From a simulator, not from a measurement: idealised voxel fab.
Process module name: voxel trench capacitor
Xsec cut, 290 nm wide, square cell size 5 nm.
We lay out every cross-section as a grid of square cells and spell it out in bands from the top down, where one band means one or more rows of cells. Band entry format. Leading values: height of top, height of bottom, nm. Remainder: materials in left-to-right order, each with its width in nm. Special words: "full width" on a single material, which then fills the band edge to edge; "blank", empty space. Convention: height 0 is the level below which the wafer, as received, is all one material. The lowest band does not terminate at the bottom but continues downward, represented as "from 0 down". Width spec "30->40" -> top row of cells at first value, bottom row at second value, equal per-row change in between. "no alteration" -> step changed no cross-section cell. Empty spaces without an open route to the top, at least 8 cells in extent, make up the entry "Closed cavity list"; each is given as width x height at distance, where the distance is measured from the left edge, and all are in nm. Where a step's line continues beyond its settings, the continuation is a remark by the simulator itself on that step. "overlay nm" on a masked step: distance the mask lay right of its planned place, negative for left.
-- So here's the lineup of process steps we planned
- 1: op RECEIVE | material Si
- 2: op CONFORMAL_DEP | material SiN | thk nm 5
- 3: op DIRECTIONAL_DEP | material aC | thk nm 10
- 4: op PATTERN | tone open | mask id TRENCH | material resist | width nm 30 | pitch nm 55 | thk nm 25 | overlay nm 0
- 5: op DIRECTIONAL_ETCH | etch materials aC | depth nm 10
- 6: op STRIP | etch materials resist
- 7: op DIRECTIONAL_ETCH | etch materials SiN | depth nm 5
- 8: op DIRECTIONAL_ETCH | etch materials Si | depth nm 40
- 9: op STRIP | etch materials aC
- 10: op CONFORMAL_DEP | material HfO2 | thk nm 5
- 11: op CONFORMAL_DEP | material TiN | thk nm 5
- 12: op FILL_DEP | material W | thk nm 5
- 13: op CMP | height nm 5
-- This is the cross-section of the wafer as we received it, i.e. after step 1
	from 0 down  Si full width
	Closed cavity list: none
-- First wafer of two, sectioned at end of module; run went per plan
	from 5 to 0  SiN (45); HfO2 (5); TiN (5); W (10); TiN (5); HfO2 (5); SiN (25); HfO2 (5); TiN (5); W (10); TiN (5); HfO2 (5); SiN (25); HfO2 (5); TiN (5); W (10); TiN (5); HfO2 (5); SiN (25); HfO2 (5); TiN (5); W (10); TiN (5); HfO2 (5); SiN (50)
	from 0 to -30  Si (45); HfO2 (5); TiN (5); W (10); TiN (5); HfO2 (5); Si (25); HfO2 (5); TiN (5); W (10); TiN (5); HfO2 (5); Si (25); HfO2 (5); TiN (5); W (10); TiN (5); HfO2 (5); Si (25); HfO2 (5); TiN (5); W (10); TiN (5); HfO2 (5); Si (50)
	from -30 to -35  Si (45); HfO2 (5); TiN (20); HfO2 (5); Si (25); HfO2 (5); TiN (20); HfO2 (5); Si (25); HfO2 (5); TiN (20); HfO2 (5); Si (25); HfO2 (5); TiN (20); HfO2 (5); Si (50)
	from -35 to -40  Si (45); HfO2 (30); Si (25); HfO2 (30); Si (25); HfO2 (30); Si (25); HfO2 (30); Si (50)
	from -40 down  Si full width
	Closed cavity list: none
-- Cross-sectional view of the second of two wafers upon completion of the module. This wafer shared its starting condition and process plan with the first; one error was made during its execution
	from 5 to 0  W (35); TiN (5); HfO2 (5); SiN (30); HfO2 (5); TiN (5); W (5); TiN (5); HfO2 (5); SiN (30); HfO2 (5); TiN (5); W (5); TiN (5); HfO2 (5); SiN (30); HfO2 (5); TiN (5); W (5); TiN (5); HfO2 (5); SiN (30); HfO2 (5); TiN (5); W (40)
	from 0 to -30  W (35); TiN (5); HfO2 (5); Si (30); HfO2 (5); TiN (5); W (5); TiN (5); HfO2 (5); Si (30); HfO2 (5); TiN (5); W (5); TiN (5); HfO2 (5); Si (30); HfO2 (5); TiN (5); W (5); TiN (5); HfO2 (5); Si (30); HfO2 (5); TiN (5); W (40)
	from -30 to -35  TiN (40); HfO2 (5); Si (30); HfO2 (5); TiN (15); HfO2 (5); Si (30); HfO2 (5); TiN (15); HfO2 (5); Si (30); HfO2 (5); TiN (15); HfO2 (5); Si (30); HfO2 (5); TiN (45)
	from -35 to -40  HfO2 (45); Si (30); HfO2 (25); Si (30); HfO2 (25); Si (30); HfO2 (25); Si (30); HfO2 (50)
	from -40 down  Si full width
	Closed cavity list: none
Want to know what went wrong? contrary to plan, step 4 was performed as op PATTERN | tone cover | mask id TRENCH | material resist | width nm 30 | pitch nm 55 | thk nm 25 | overlay nm 0
Final difference in cells, second wafer against first, listed per material as more or fewer: +10 HfO2, -80 Si, -10 SiN, +10 TiN, +70 W
